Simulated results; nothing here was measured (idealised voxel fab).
A process module follows: voxel self aligned contacts.
Square cells of 5 nm make up the cross-section cut, whose width is 215 nm.
Cross-sections here: square-cell grids, written as top-down lists of bands, a band being one or more rows of cells.
Per band: top height and bottom height in nm, followed by the left-to-right materials and their widths in nm; "throughout" marks a single material spanning edge to edge, "air" marks empty space.
Height datum 0, below which the as-received substrate wafer is one material. Lowest band open at the bottom, running downward: "0 and below".
A width given as "30 to 40" starts at the first number in the band's top row and ends at the second number in its bottom row, shifting by an equal amount at every step from row to row.
Any step labelled "no change occurred" changed none of the cells in the cross-section.
"Sealed void inventory" enumerates empty spaces isolated from the top, with no open way to it, that contain at least 8 cells, giving each as width x height at distance from the left edge, all three in nm.
The remark found on a step's line after its settings is issued by the simulator itself and pertains to that step.
overlay nm: step with mask; distance mask lay right of planned place; negative value = left of planned place.
**The planned process steps are enumerated hereunder**
1: RECEIVE (material Si)
2: CONFORMAL_DEP (material SiO2; thk nm 5)
3: DIRECTIONAL_DEP (material polySi; thk nm 20)
4: DIRECTIONAL_DEP (material SiN; thk nm 25)
5: PATTERN (tone cover; mask id GATE; material resist; width nm 35; pitch nm 75; thk nm 15; overlay nm 0)
6: DIRECTIONAL_ETCH (etch materials SiN; depth nm 25)
7: DIRECTIONAL_ETCH (etch materials polySi; depth nm 20)
8: STRIP (etch materials resist)
9: CONFORMAL_DEP (material SiN; thk nm 10)
10: DIRECTIONAL_ETCH (etch materials SiN; depth nm 10)
11: FILL_DEP (material SiO2; thk nm 20)
12: CMP (height nm 60)
13: DIRECTIONAL_DEP (material aC; thk nm 10)
14: PATTERN (tone open; mask id CONTACT; material resist; width nm 50; pitch nm 75; thk nm 25; overlay nm 0)
15: DIRECTIONAL_ETCH (etch materials aC; depth nm 10)
16: STRIP (etch materials resist)
17: DIRECTIONAL_ETCH (etch materials SiO2; depth nm 60)
18: STRIP (etch materials aC)
19: CONFORMAL_DEP (material TiN; thk nm 5)
20: FILL_DEP (material Ru; thk nm 10)
21: CMP (height nm 60)
22: CONFORMAL_DEP (material SiCN; thk nm 5)
**Account of the first of two wafers, which was processed as intended**
**Cross-section of the wafer as it came to us, i.e., already through step 1**
  0 and below | Si throughout
  Sealed void inventory: none
**Cross-section of the wafer subsequent to step 2**
  5 down to 0 | SiO2 throughout
  Nothing below the height 0 has changed.
**Cross-section of the wafer subsequent to step 3**
  25 down to 5 | polySi throughout
  Nothing below the height 5 has changed.
**Cross-section of the wafer subsequent to step 4**
  50 down to 25 | SiN throughout
  Nothing below the height 25 has changed.
**Cross-section of the wafer subsequent to step 5**
  65 down to 50 | air=15 | resist=35 | air=40 | resist=35 | air=40 | resist=35 | air=15
  Nothing below the height 50 has changed.
**Cross-section of the wafer subsequent to step 6**
  65 down to 50 | air=15 | resist=35 | air=40 | resist=35 | air=40 | resist=35 | air=15
  50 down to 25 | air=15 | SiN=35 | air=40 | SiN=35 | air=40 | SiN=35 | air=15
  Nothing below the height 25 has changed.
**Cross-section of the wafer subsequent to step 7**
  65 down to 50 | air=15 | resist=35 | air=40 | resist=35 | air=40 | resist=35 | air=15
  50 down to 25 | air=15 | SiN=35 | air=40 | SiN=35 | air=40 | SiN=35 | air=15
  25 down to 5 | air=15 | polySi=35 | air=40 | polySi=35 | air=40 | polySi=35 | air=15
  Nothing below the height 5 has changed.
**Cross-section of the wafer subsequent to step 8**
  50 down to 25 | air=15 | SiN=35 | air=40 | SiN=35 | air=40 | SiN=35 | air=15
  Nothing below the height 25 has changed.
**Cross-section of the wafer subsequent to step 9**
  60 down to 25 | air=5 | SiN=55 | air=20 | SiN=55 | air=20 | SiN=55 | air=5
  25 down to 15 | air=5 | SiN=10 | polySi=35 | SiN=10 | air=20 | SiN=10 | polySi=35 | SiN=10 | air=20 | SiN=10 | polySi=35 | SiN=10 | air=5
  15 down to 5 | SiN=15 | polySi=35 | SiN=40 | polySi=35 | SiN=40 | polySi=35 | SiN=15
  Nothing below the height 5 has changed.
**Cross-section of the wafer subsequent to step 10**
  50 down to 25 | air=5 | SiN=55 | air=20 | SiN=55 | air=20 | SiN=55 | air=5
  25 down to 5 | air=5 | SiN=10 | polySi=35 | SiN=10 | air=20 | SiN=10 | polySi=35 | SiN=10 | air=20 | SiN=10 | polySi=35 | SiN=10 | air=5
  Nothing below the height 5 has changed.
**Cross-section of the wafer subsequent to step 11**
  70 down to 50 | SiO2 throughout
  50 down to 25 | SiO2=5 | SiN=55 | SiO2=20 | SiN=55 | SiO2=20 | SiN=55 | SiO2=5
  25 down to 5 | SiO2=5 | SiN=10 | polySi=35 | SiN=10 | SiO2=20 | SiN=10 | polySi=35 | SiN=10 | SiO2=20 | SiN=10 | polySi=35 | SiN=10 | SiO2=5
  Nothing below the height 5 has changed.
**Cross-section of the wafer subsequent to step 12**
  60 down to 50 | SiO2 throughout
  Nothing below the height 50 has changed.
**Cross-section of the wafer subsequent to step 13**
  70 down to 60 | aC throughout
  Nothing below the height 60 has changed.
**Cross-section of the wafer subsequent to step 14**
  95 down to 70 | resist=45 | air=50 | resist=25 | air=50 | resist=45
  Nothing below the height 70 has changed.
**Cross-section of the wafer subsequent to step 15**
  85 down to 70 | resist=45 | air=50 | resist=25 | air=50 | resist=45
  70 down to 60 | aC=45 | air=50 | aC=25 | air=50 | aC=45
  Nothing below the height 60 has changed.
**Cross-section of the wafer subsequent to step 16**
  70 down to 60 | aC=45 | air=50 | aC=25 | air=50 | aC=45
  Nothing below the height 60 has changed.
**Cross-section of the wafer subsequent to step 17**
  70 down to 60 | aC=45 | air=50 | aC=25 | air=50 | aC=45
  60 down to 50 | SiO2=45 | air=50 | SiO2=25 | air=50 | SiO2=45
  50 down to 25 | SiO2=5 | SiN=55 | air=20 | SiN=55 | air=20 | SiN=55 | SiO2=5
  25 down to 5 | SiO2=5 | SiN=10 | polySi=35 | SiN=10 | air=20 | SiN=10 | polySi=35 | SiN=10 | air=20 | SiN=10 | polySi=35 | SiN=10 | SiO2=5
  5 down to 0 | SiO2=60 | air=20 | SiO2=55 | air=20 | SiO2=60
  Nothing below the height 0 has changed.
**Cross-section of the wafer subsequent to step 18**
  60 down to 50 | SiO2=45 | air=50 | SiO2=25 | air=50 | SiO2=45
  Nothing below the height 50 has changed.
**Cross-section of the wafer subsequent to step 19**
  65 down to 60 | TiN=50 | air=40 | TiN=35 | air=40 | TiN=50
  60 down to 50 | SiO2=45 | TiN=5 to 20 | air=40 to 10 | TiN=5 to 20 | SiO2=25 | TiN=5 to 20 | air=40 to 10 | TiN=5 to 20 | SiO2=45
  50 down to 25 | SiO2=5 | SiN=55 | TiN=5 | air=10 | TiN=5 | SiN=55 | TiN=5 | air=10 | TiN=5 | SiN=55 | SiO2=5
  25 down to 5 | SiO2=5 | SiN=10 | polySi=35 | SiN=10 | TiN=5 | air=10 | TiN=5 | SiN=10 | polySi=35 | SiN=10 | TiN=5 | air=10 | TiN=5 | SiN=10 | polySi=35 | SiN=10 | SiO2=5
  5 down to 0 | SiO2=60 | TiN=20 | SiO2=55 | TiN=20 | SiO2=60
  Nothing below the height 0 has changed.
**Cross-section of the wafer subsequent to step 20**
  75 down to 65 | Ru throughout
  65 down to 60 | TiN=50 | Ru=40 | TiN=35 | Ru=40 | TiN=50
  60 down to 50 | SiO2=45 | TiN=5 to 20 | Ru=40 to 10 | TiN=5 to 20 | SiO2=25 | TiN=5 to 20 | Ru=40 to 10 | TiN=5 to 20 | SiO2=45
  50 down to 25 | SiO2=5 | SiN=55 | TiN=5 | Ru=10 | TiN=5 | SiN=55 | TiN=5 | Ru=10 | TiN=5 | SiN=55 | SiO2=5
  25 down to 5 | SiO2=5 | SiN=10 | polySi=35 | SiN=10 | TiN=5 | Ru=10 | TiN=5 | SiN=10 | polySi=35 | SiN=10 | TiN=5 | Ru=10 | TiN=5 | SiN=10 | polySi=35 | SiN=10 | SiO2=5
  Nothing below the height 5 has changed.
**Cross-section of the wafer subsequent to step 21**
  60 down to 50 | SiO2=45 | TiN=5 to 20 | Ru=40 to 10 | TiN=5 to 20 | SiO2=25 | TiN=5 to 20 | Ru=40 to 10 | TiN=5 to 20 | SiO2=45
  Nothing below the height 50 has changed.
**Cross-section of the wafer subsequent to step 22**
  65 down to 60 | SiCN throughout
  Nothing below the height 60 has changed.
**The remaining wafer, second of the two, started like the first and was run to the same plan, except that one mistake was made along the way; the two coincide through step 8, inclusive**
**What the second wafer looks like in cross-section when step 9 should have wrapped up**
  65 down to 25 | SiN=65 | air=10 | SiN=65 | air=10 | SiN=65
  25 down to 20 | SiN=15 | polySi=35 | SiN=15 | air=10 | SiN=15 | polySi=35 | SiN=15 | air=10 | SiN=15 | polySi=35 | SiN=15
  20 down to 5 | SiN=15 | polySi=35 | SiN=40 | polySi=35 | SiN=40 | polySi=35 | SiN=15
  Nothing below the height 5 has changed.
**What the second wafer looks like in cross-section when step 10 should have wrapped up**
  55 down to 25 | SiN=65 | air=10 | SiN=65 | air=10 | SiN=65
  25 down to 10 | SiN=15 | polySi=35 | SiN=15 | air=10 | SiN=15 | polySi=35 | SiN=15 | air=10 | SiN=15 | polySi=35 | SiN=15
  Nothing below the height 10 has changed.
**What the second wafer looks like in cross-section when step 11 should have wrapped up**
  75 down to 55 | SiO2 throughout
  55 down to 25 | SiN=65 | SiO2=10 | SiN=65 | SiO2=10 | SiN=65
  25 down to 10 | SiN=15 | polySi=35 | SiN=15 | SiO2=10 | SiN=15 | polySi=35 | SiN=15 | SiO2=10 | SiN=15 | polySi=35 | SiN=15
  Nothing below the height 10 has changed.
**What the second wafer looks like in cross-section when step 12 should have wrapped up**
  60 down to 55 | SiO2 throughout
  Nothing below the height 55 has changed.
**What the second wafer looks like in cross-section when step 13 should have wrapped up**
  70 down to 60 | aC throughout
  Nothing below the height 60 has changed.
**What the second wafer looks like in cross-section when step 14 should have wrapped up**
  95 down to 70 | resist=45 | air=50 | resist=25 | air=50 | resist=45
  Nothing below the height 70 has changed.
**What the second wafer looks like in cross-section when step 15 should have wrapped up**
  85 down to 70 | resist=45 | air=50 | resist=25 | air=50 | resist=45
  70 down to 60 | aC=45 | air=50 | aC=25 | air=50 | aC=45
  Nothing below the height 60 has changed.
**What the second wafer looks like in cross-section when step 16 should have wrapped up**
  70 down to 60 | aC=45 | air=50 | aC=25 | air=50 | aC=45
  Nothing below the height 60 has changed.
**What the second wafer looks like in cross-section when step 17 should have wrapped up**
  70 down to 60 | aC=45 | air=50 | aC=25 | air=50 | aC=45
  60 down to 55 | SiO2=45 | air=50 | SiO2=25 | air=50 | SiO2=45
  55 down to 25 | SiN=65 | air=10 | SiN=65 | air=10 | SiN=65
  25 down to 10 | SiN=15 | polySi=35 | SiN=15 | air=10 | SiN=15 | polySi=35 | SiN=15 | air=10 | SiN=15 | polySi=35 | SiN=15
  Nothing below the height 10 has changed.
**What the second wafer looks like in cross-section when step 18 should have wrapped up**
  60 down to 55 | SiO2=45 | air=50 | SiO2=25 | air=50 | SiO2=45
  Nothing below the height 55 has changed.
**What the second wafer looks like in cross-section when step 19 should have wrapped up**
  65 down to 60 | TiN=50 | air=40 | TiN=35 | air=40 | TiN=50
  60 down to 55 | SiO2=45 | TiN=50 | SiO2=25 | TiN=50 | SiO2=45
  55 down to 25 | SiN=65 | TiN=10 | SiN=65 | TiN=10 | SiN=65
  25 down to 10 | SiN=15 | polySi=35 | SiN=15 | TiN=10 | SiN=15 | polySi=35 | SiN=15 | TiN=10 | SiN=15 | polySi=35 | SiN=15
  Nothing below the height 10 has changed.
**What the second wafer looks like in cross-section when step 20 should have wrapped up**
  75 down to 65 | Ru throughout
  65 down to 60 | TiN=50 | Ru=40 | TiN=35 | Ru=40 | TiN=50
  Nothing below the height 60 has changed.
**What the second wafer looks like in cross-section when step 21 should have wrapped up**
  60 down to 55 | SiO2=45 | TiN=50 | SiO2=25 | TiN=50 | SiO2=45
  Nothing below the height 55 has changed.
**What the second wafer looks like in cross-section when step 22 should have wrapped up**
  65 down to 60 | SiCN throughout
  Nothing below the height 60 has changed.
Short version of what went wrong: step 9 went in with a setting other than planned; the actual run was CONFORMAL_DEP (material SiN; thk nm 15)
Upon completion, the second wafer contains, in terms of cells, a greater or smaller amount of certain materials than the first wafer: Ru: 56 fewer; SiN: 97 more; SiO2: 33 fewer; TiN: 8 fewer
